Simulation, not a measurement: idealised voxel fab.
The following process module bears the name voxel ribs on slabs.
It is cross-section cut that appears here, measuring 290 nm in width, its square cells being 5 nm in size.
Cross-section layout: square cells on a grid; listed as bands, top to bottom; a band spans one or more cell rows.
A band entry consists of two parts. The first gives the height of the band's top and the height of its bottom, in nm. The rest lists the band's materials from left to right, each with its width in nm. A single material labelled with the word "throughout" fills the band from edge to edge, and the word "blank" marks empty space.
Below 0: as-received wafer, all one material; heights counted from there. Lowest band: no bottom, goes on down, written "top 0, no bottom".
Note: "30..40" means the width goes from the first number (top row of the band) to the second number (bottom row) in equal steps per row of cells.
No cell of the cross-section changed in a step that is given as "changes: none".
"Closed void entries" means: voids of 8 cells or more that are shut off from the top with no open way through. Written width x height at distance, distance from the left edge, in nm.
Note: text after step settings on the step line = simulator remark on that step.
On any step carrying a mask, the "overlay nm" setting, if present on the step's line, tells how far right of its planned place the mask lay; negative values point to the left.
## Process steps foreseen in the plan
- 1: RECEIVE,material Si
- 2: DIRECTIONAL_DEP,material SiO2,thk nm 20
- 3: DIRECTIONAL_DEP,material SiN,thk nm 15
- 4: PATTERN,tone cover,mask id RIB,material resist,width nm 30,thk nm 20,overlay nm 0
- 5: DIRECTIONAL_ETCH,etch materials SiN,depth nm 10
- 6: STRIP,etch materials resist
- 7: PATTERN,tone cover,mask id SLAB,material resist,width nm 60,thk nm 20,overlay nm 0
- 8: DIRECTIONAL_ETCH,etch materials SiN,depth nm 5
- 9: STRIP,etch materials resist
- 10: FILL_DEP,material SiO2,thk nm 25
- 11: CMP,height nm 55
- 12: DIRECTIONAL_DEP,material TiN,thk nm 5
- 13: DIRECTIONAL_DEP,material aC,thk nm 15
- 14: PATTERN,tone cover,mask id HEATER,material resist,width nm 40,thk nm 30,overlay nm 0
- 15: DIRECTIONAL_ETCH,etch materials aC,depth nm 15
- 16: STRIP,etch materials resist
- 17: DIRECTIONAL_ETCH,etch materials TiN,depth nm 5
- 18: STRIP,etch materials aC
- 19: CONFORMAL_DEP,material SiN,thk nm 5
## What follows covers the first of two wafers; it ran as planned
## as received, after step 1
top 0, no bottom | Si throughout
Closed void entries: none
## The wafer in cross-section once step 2 is complete
top 20, bottom 0 | SiO2 throughout
Anything lower than 0 is untouched.
## The wafer in cross-section once step 3 is complete
top 35, bottom 20 | SiN throughout
Anything lower than 20 is untouched.
## The wafer in cross-section once step 4 is complete
top 55, bottom 35 | blank 130, resist 30, blank 130
Anything lower than 35 is untouched.
## The wafer in cross-section once step 5 is complete
top 55, bottom 35 | blank 130, resist 30, blank 130
top 35, bottom 25 | blank 130, SiN 30, blank 130
Anything lower than 25 is untouched.
## The wafer in cross-section once step 6 is complete
top 35, bottom 25 | blank 130, SiN 30, blank 130
Anything lower than 25 is untouched.
## The wafer in cross-section once step 7 is complete
top 55, bottom 35 | blank 115, resist 60, blank 115
top 35, bottom 25 | blank 115, resist 15, SiN 30, resist 15, blank 115
Anything lower than 25 is untouched.
## The wafer in cross-section once step 8 is complete
top 55, bottom 35 | blank 115, resist 60, blank 115
top 35, bottom 25 | blank 115, resist 15, SiN 30, resist 15, blank 115
top 25, bottom 20 | blank 115, SiN 60, blank 115
Anything lower than 20 is untouched.
## The wafer in cross-section once step 9 is complete
top 35, bottom 25 | blank 130, SiN 30, blank 130
Anything lower than 25 is untouched.
## The wafer in cross-section once step 10 is complete
top 60, bottom 35 | SiO2 throughout
top 35, bottom 25 | SiO2 130, SiN 30, SiO2 130
top 25, bottom 20 | SiO2 115, SiN 60, SiO2 115
Anything lower than 20 is untouched.
## The wafer in cross-section once step 11 is complete
top 55, bottom 35 | SiO2 throughout
Anything lower than 35 is untouched.
## The wafer in cross-section once step 12 is complete
top 60, bottom 55 | TiN throughout
Anything lower than 55 is untouched.
## The wafer in cross-section once step 13 is complete
top 75, bottom 60 | aC throughout
Anything lower than 60 is untouched.
## The wafer in cross-section once step 14 is complete
top 105, bottom 75 | blank 125, resist 40, blank 125
Anything lower than 75 is untouched.
## The wafer in cross-section once step 15 is complete
top 90, bottom 75 | blank 125, resist 40, blank 125
top 75, bottom 60 | blank 125, aC 40, blank 125
Anything lower than 60 is untouched.
## The wafer in cross-section once step 16 is complete
top 75, bottom 60 | blank 125, aC 40, blank 125
Anything lower than 60 is untouched.
## The wafer in cross-section once step 17 is complete
top 75, bottom 60 | blank 125, aC 40, blank 125
top 60, bottom 55 | blank 125, TiN 40, blank 125
Anything lower than 55 is untouched.
## The wafer in cross-section once step 18 is complete
top 60, bottom 55 | blank 125, TiN 40, blank 125
Anything lower than 55 is untouched.
## The wafer in cross-section once step 19 is complete
top 65, bottom 60 | blank 120, SiN 50, blank 120
top 60, bottom 55 | SiN 125, TiN 40, SiN 125
Anything lower than 55 is untouched.
## The remaining wafer, second of the two, started like the first and was run to the same plan, except that one mistake was made along the way; the two coincide through step 2, inclusive
## Cross-section of the second wafer corresponding to the planned conclusion of step 3
top 50, bottom 20 | SiN throughout
Anything lower than 20 is untouched.
## Cross-section of the second wafer corresponding to the planned conclusion of step 4
top 70, bottom 50 | blank 130, resist 30, blank 130
Anything lower than 50 is untouched.
## Cross-section of the second wafer corresponding to the planned conclusion of step 5
top 70, bottom 50 | blank 130, resist 30, blank 130
top 50, bottom 40 | blank 130, SiN 30, blank 130
Anything lower than 40 is untouched.
## Cross-section of the second wafer corresponding to the planned conclusion of step 6
top 50, bottom 40 | blank 130, SiN 30, blank 130
Anything lower than 40 is untouched.
## Cross-section of the second wafer corresponding to the planned conclusion of step 7
top 70, bottom 50 | blank 115, resist 60, blank 115
top 50, bottom 40 | blank 115, resist 15, SiN 30, resist 15, blank 115
Anything lower than 40 is untouched.
## Cross-section of the second wafer corresponding to the planned conclusion of step 8
top 70, bottom 50 | blank 115, resist 60, blank 115
top 50, bottom 40 | blank 115, resist 15, SiN 30, resist 15, blank 115
top 40, bottom 35 | blank 115, SiN 60, blank 115
Anything lower than 35 is untouched.
## Cross-section of the second wafer corresponding to the planned conclusion of step 9
top 50, bottom 40 | blank 130, SiN 30, blank 130
Anything lower than 40 is untouched.
## Cross-section of the second wafer corresponding to the planned conclusion of step 10
top 75, bottom 50 | SiO2 throughout
top 50, bottom 40 | SiO2 130, SiN 30, SiO2 130
top 40, bottom 35 | SiO2 115, SiN 60, SiO2 115
Anything lower than 35 is untouched.
## Cross-section of the second wafer corresponding to the planned conclusion of step 11
top 55, bottom 50 | SiO2 throughout
Anything lower than 50 is untouched.
## Cross-section of the second wafer corresponding to the planned conclusion of step 12
top 60, bottom 55 | TiN throughout
Anything lower than 55 is untouched.
## Cross-section of the second wafer corresponding to the planned conclusion of step 13
top 75, bottom 60 | aC throughout
Anything lower than 60 is untouched.
## Cross-section of the second wafer corresponding to the planned conclusion of step 14
top 105, bottom 75 | blank 125, resist 40, blank 125
Anything lower than 75 is untouched.
## Cross-section of the second wafer corresponding to the planned conclusion of step 15
top 90, bottom 75 | blank 125, resist 40, blank 125
top 75, bottom 60 | blank 125, aC 40, blank 125
Anything lower than 60 is untouched.
## Cross-section of the second wafer corresponding to the planned conclusion of step 16
top 75, bottom 60 | blank 125, aC 40, blank 125
Anything lower than 60 is untouched.
## Cross-section of the second wafer corresponding to the planned conclusion of step 17
top 75, bottom 60 | blank 125, aC 40, blank 125
top 60, bottom 55 | blank 125, TiN 40, blank 125
Anything lower than 55 is untouched.
## Cross-section of the second wafer corresponding to the planned conclusion of step 18
top 60, bottom 55 | blank 125, TiN 40, blank 125
Anything lower than 55 is untouched.
## Cross-section of the second wafer corresponding to the planned conclusion of step 19
top 65, bottom 60 | blank 120, SiN 50, blank 120
top 60, bottom 55 | SiN 125, TiN 40, SiN 125
Anything lower than 55 is untouched.
So what did we get wrong on this run? the plan had its step 3 run twice
Bottom line after processing is that, in cells, the second wafer is up or down on some materials versus the first: SiN: 174 more; SiO2: 174 fewer
